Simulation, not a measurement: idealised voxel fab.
Process module in this document: voxel self aligned vias
We display cut, a cross-section 220 nm in width whose square cells are each 5 nm.
The cross-sections in this document take the form of a grid made of square cells. They are written out as bands, in order from top to bottom. Each band consists of one or more rows of cells. First you get the band's top height and its bottom height, in nm, and then the materials it's made of, left to right, with each width in nm. If you see a single material with "everywhere", that one covers the band edge to edge. "air" is empty space. Height reference: 0 = level under which incoming wafer is all one material. Lowest band: no bottom, runs on downward, e.g. "z 0 and below". Read "30 to 40" as a graded width: first number on top, second number at the bottom, same change between each pair of neighbouring rows. When a step is marked "changes: none", none of the cells in the cross-section changed during that step. Any empty space of 8 cells or more lacking an open way to the top shows up in "Closed internal voids" as width x height at distance, distance from the left edge, in nm. What comes after the settings on a step's line is commentary from the simulator itself on that step. You can add "overlay nm" to a step's line. For a step with a mask, it describes how far the mask lay to the right of its planned position, and a negative number describes a lay to the left.
Below is the list of planned process steps
step 1: RECEIVE: material Si
step 2: CONFORMAL_DEP: material SiO2, thk nm 15
step 3: CONFORMAL_DEP: material SiCN, thk nm 5
step 4: DIRECTIONAL_DEP: material lowk, thk nm 30
step 5: DIRECTIONAL_DEP: material aC, thk nm 15
step 6: PATTERN: tone open, mask id LINES, material resist, width nm 20, pitch nm 65, thk nm 35, overlay nm 0
step 7: DIRECTIONAL_ETCH: etch materials aC, depth nm 15
step 8: STRIP: etch materials resist
step 9: DIRECTIONAL_ETCH: etch materials lowk, depth nm 30
step 10: STRIP: etch materials aC
step 11: CONFORMAL_DEP: material TiN, thk nm 5
step 12: FILL_DEP: material W, thk nm 5
step 13: CMP: height nm 50
step 14: SELECTIVE_ETCH: etch materials W Ru TiN, depth nm 5
step 15: FILL_DEP: material SiN, thk nm 5
step 16: CMP: height nm 50
step 17: DIRECTIONAL_DEP: material lowk, thk nm 15
step 18: MASKED_ETCH: tone open, mask id VIAS, width nm 40, pitch nm 65, etch materials lowk, depth nm 15, overlay nm 0
step 19: MASKED_ETCH: tone open, mask id VIAS, width nm 40, pitch nm 65, etch materials SiN, depth nm 5, overlay nm 0
step 20: CONFORMAL_DEP: material TiN, thk nm 5
step 21: FILL_DEP: material Cu, thk nm 5
step 22: CMP: height nm 65
step 23: CONFORMAL_DEP: material SiN, thk nm 5
Account of the first of two wafers, which was processed as intended
As received, after step 1
z 0 and below = Si everywhere
Closed internal voids: none
Upon completion of step 2, the wafer appears in cross-section as shown
z 15 to 0 = SiO2 everywhere
Under 0: no change, same as before.
Upon completion of step 3, the wafer appears in cross-section as shown
z 20 to 15 = SiCN everywhere
Under 15: no change, same as before.
Upon completion of step 4, the wafer appears in cross-section as shown
z 50 to 20 = lowk everywhere
Under 20: no change, same as before.
Upon completion of step 5, the wafer appears in cross-section as shown
z 65 to 50 = aC everywhere
Under 50: no change, same as before.
Upon completion of step 6, the wafer appears in cross-section as shown
z 100 to 65 = resist=65 / air=20 / resist=45 / air=20 / resist=70
Under 65: no change, same as before.
Upon completion of step 7, the wafer appears in cross-section as shown
z 85 to 65 = resist=65 / air=20 / resist=45 / air=20 / resist=70
z 65 to 50 = aC=65 / air=20 / aC=45 / air=20 / aC=70
Under 50: no change, same as before.
Upon completion of step 8, the wafer appears in cross-section as shown
z 65 to 50 = aC=65 / air=20 / aC=45 / air=20 / aC=70
Under 50: no change, same as before.
Upon completion of step 9, the wafer appears in cross-section as shown
z 65 to 50 = aC=65 / air=20 / aC=45 / air=20 / aC=70
z 50 to 20 = lowk=65 / air=20 / lowk=45 / air=20 / lowk=70
Under 20: no change, same as before.
Upon completion of step 10, the wafer appears in cross-section as shown
z 50 to 20 = lowk=65 / air=20 / lowk=45 / air=20 / lowk=70
Under 20: no change, same as before.
Upon completion of step 11, the wafer appears in cross-section as shown
z 55 to 50 = TiN=70 / air=10 / TiN=55 / air=10 / TiN=75
z 50 to 25 = lowk=65 / TiN=5 / air=10 / TiN=5 / lowk=45 / TiN=5 / air=10 / TiN=5 / lowk=70
z 25 to 20 = lowk=65 / TiN=20 / lowk=45 / TiN=20 / lowk=70
Under 20: no change, same as before.
Upon completion of step 12, the wafer appears in cross-section as shown
z 60 to 55 = W everywhere
z 55 to 50 = TiN=70 / W=10 / TiN=55 / W=10 / TiN=75
z 50 to 25 = lowk=65 / TiN=5 / W=10 / TiN=5 / lowk=45 / TiN=5 / W=10 / TiN=5 / lowk=70
Under 25: no change, same as before.
Upon completion of step 13, the wafer appears in cross-section as shown
z 50 to 25 = lowk=65 / TiN=5 / W=10 / TiN=5 / lowk=45 / TiN=5 / W=10 / TiN=5 / lowk=70
Under 25: no change, same as before.
Upon completion of step 14, the wafer appears in cross-section as shown
z 50 to 45 = lowk=65 / air=20 / lowk=45 / air=20 / lowk=70
Under 45: no change, same as before.
Upon completion of step 15, the wafer appears in cross-section as shown
z 55 to 50 = SiN everywhere
z 50 to 45 = lowk=65 / SiN=20 / lowk=45 / SiN=20 / lowk=70
Under 45: no change, same as before.
Upon completion of step 16, the wafer appears in cross-section as shown
z 50 to 45 = lowk=65 / SiN=20 / lowk=45 / SiN=20 / lowk=70
Under 45: no change, same as before.
Upon completion of step 17, the wafer appears in cross-section as shown
z 65 to 50 = lowk everywhere
Under 50: no change, same as before.
Upon completion of step 18, the wafer appears in cross-section as shown
z 65 to 50 = lowk=55 / air=40 / lowk=25 / air=40 / lowk=60
Under 50: no change, same as before.
Upon completion of step 19, the wafer appears in cross-section as shown
z 65 to 50 = lowk=55 / air=40 / lowk=25 / air=40 / lowk=60
z 50 to 45 = lowk=65 / air=20 / lowk=45 / air=20 / lowk=70
Under 45: no change, same as before.
Upon completion of step 20, the wafer appears in cross-section as shown
z 70 to 65 = TiN=60 / air=30 / TiN=35 / air=30 / TiN=65
z 65 to 55 = lowk=55 / TiN=5 / air=30 / TiN=5 / lowk=25 / TiN=5 / air=30 / TiN=5 / lowk=60
z 55 to 50 = lowk=55 / TiN=15 / air=10 / TiN=15 / lowk=25 / TiN=15 / air=10 / TiN=15 / lowk=60
z 50 to 45 = lowk=65 / TiN=20 / lowk=45 / TiN=20 / lowk=70
Under 45: no change, same as before.
Upon completion of step 21, the wafer appears in cross-section as shown
z 75 to 70 = Cu everywhere
z 70 to 65 = TiN=60 / Cu=30 / TiN=35 / Cu=30 / TiN=65
z 65 to 55 = lowk=55 / TiN=5 / Cu=30 / TiN=5 / lowk=25 / TiN=5 / Cu=30 / TiN=5 / lowk=60
z 55 to 50 = lowk=55 / TiN=15 / Cu=10 / TiN=15 / lowk=25 / TiN=15 / Cu=10 / TiN=15 / lowk=60
Under 50: no change, same as before.
Upon completion of step 22, the wafer appears in cross-section as shown
z 65 to 55 = lowk=55 / TiN=5 / Cu=30 / TiN=5 / lowk=25 / TiN=5 / Cu=30 / TiN=5 / lowk=60
Under 55: no change, same as before.
Upon completion of step 23, the wafer appears in cross-section as shown
z 70 to 65 = SiN everywhere
Under 65: no change, same as before.
The remaining wafer, second of the two, started like the first and was run to the same plan, except that one mistake was made along the way; the two coincide through step 1, inclusive
Second wafer, cut view, end of step 2 per plan
z 5 to 0 = SiCN everywhere
Under 0: no change, same as before.
Second wafer, cut view, end of step 3 per plan
z 20 to 5 = SiO2 everywhere
Under 5: no change, same as before.
Second wafer, cut view, end of step 4 per plan
z 50 to 20 = lowk everywhere
Under 20: no change, same as before.
Second wafer, cut view, end of step 5 per plan
z 65 to 50 = aC everywhere
Under 50: no change, same as before.
Second wafer, cut view, end of step 6 per plan
z 100 to 65 = resist=65 / air=20 / resist=45 / air=20 / resist=70
Under 65: no change, same as before.
Second wafer, cut view, end of step 7 per plan
z 85 to 65 = resist=65 / air=20 / resist=45 / air=20 / resist=70
z 65 to 50 = aC=65 / air=20 / aC=45 / air=20 / aC=70
Under 50: no change, same as before.
Second wafer, cut view, end of step 8 per plan
z 65 to 50 = aC=65 / air=20 / aC=45 / air=20 / aC=70
Under 50: no change, same as before.
Second wafer, cut view, end of step 9 per plan
z 65 to 50 = aC=65 / air=20 / aC=45 / air=20 / aC=70
z 50 to 20 = lowk=65 / air=20 / lowk=45 / air=20 / lowk=70
Under 20: no change, same as before.
Second wafer, cut view, end of step 10 per plan
z 50 to 20 = lowk=65 / air=20 / lowk=45 / air=20 / lowk=70
Under 20: no change, same as before.
Second wafer, cut view, end of step 11 per plan
z 55 to 50 = TiN=70 / air=10 / TiN=55 / air=10 / TiN=75
z 50 to 25 = lowk=65 / TiN=5 / air=10 / TiN=5 / lowk=45 / TiN=5 / air=10 / TiN=5 / lowk=70
z 25 to 20 = lowk=65 / TiN=20 / lowk=45 / TiN=20 / lowk=70
Under 20: no change, same as before.
Second wafer, cut view, end of step 12 per plan
z 60 to 55 = W everywhere
z 55 to 50 = TiN=70 / W=10 / TiN=55 / W=10 / TiN=75
z 50 to 25 = lowk=65 / TiN=5 / W=10 / TiN=5 / lowk=45 / TiN=5 / W=10 / TiN=5 / lowk=70
Under 25: no change, same as before.
Second wafer, cut view, end of step 13 per plan
z 50 to 25 = lowk=65 / TiN=5 / W=10 / TiN=5 / lowk=45 / TiN=5 / W=10 / TiN=5 / lowk=70
Under 25: no change, same as before.
Second wafer, cut view, end of step 14 per plan
z 50 to 45 = lowk=65 / air=20 / lowk=45 / air=20 / lowk=70
Under 45: no change, same as before.
Second wafer, cut view, end of step 15 per plan
z 55 to 50 = SiN everywhere
z 50 to 45 = lowk=65 / SiN=20 / lowk=45 / SiN=20 / lowk=70
Under 45: no change, same as before.
Second wafer, cut view, end of step 16 per plan
z 50 to 45 = lowk=65 / SiN=20 / lowk=45 / SiN=20 / lowk=70
Under 45: no change, same as before.
Second wafer, cut view, end of step 17 per plan
z 65 to 50 = lowk everywhere
Under 50: no change, same as before.
Second wafer, cut view, end of step 18 per plan
z 65 to 50 = lowk=55 / air=40 / lowk=25 / air=40 / lowk=60
Under 50: no change, same as before.
Second wafer, cut view, end of step 19 per plan
z 65 to 50 = lowk=55 / air=40 / lowk=25 / air=40 / lowk=60
z 50 to 45 = lowk=65 / air=20 / lowk=45 / air=20 / lowk=70
Under 45: no change, same as before.
Second wafer, cut view, end of step 20 per plan
z 70 to 65 = TiN=60 / air=30 / TiN=35 / air=30 / TiN=65
z 65 to 55 = lowk=55 / TiN=5 / air=30 / TiN=5 / lowk=25 / TiN=5 / air=30 / TiN=5 / lowk=60
z 55 to 50 = lowk=55 / TiN=15 / air=10 / TiN=15 / lowk=25 / TiN=15 / air=10 / TiN=15 / lowk=60
z 50 to 45 = lowk=65 / TiN=20 / lowk=45 / TiN=20 / lowk=70
Under 45: no change, same as before.
Second wafer, cut view, end of step 21 per plan
z 75 to 70 = Cu everywhere
z 70 to 65 = TiN=60 / Cu=30 / TiN=35 / Cu=30 / TiN=65
z 65 to 55 = lowk=55 / TiN=5 / Cu=30 / TiN=5 / lowk=25 / TiN=5 / Cu=30 / TiN=5 / lowk=60
z 55 to 50 = lowk=55 / TiN=15 / Cu=10 / TiN=15 / lowk=25 / TiN=15 / Cu=10 / TiN=15 / lowk=60
Under 50: no change, same as before.
Second wafer, cut view, end of step 22 per plan
z 65 to 55 = lowk=55 / TiN=5 / Cu=30 / TiN=5 / lowk=25 / TiN=5 / Cu=30 / TiN=5 / lowk=60
Under 55: no change, same as before.
Second wafer, cut view, end of step 23 per plan
z 70 to 65 = SiN everywhere
Under 65: no change, same as before.
Which mistake was made when the wafer was run? steps 2 and 3: order swapped relative to plan
Cell counts per material: same on both final wafers. Positions: different.
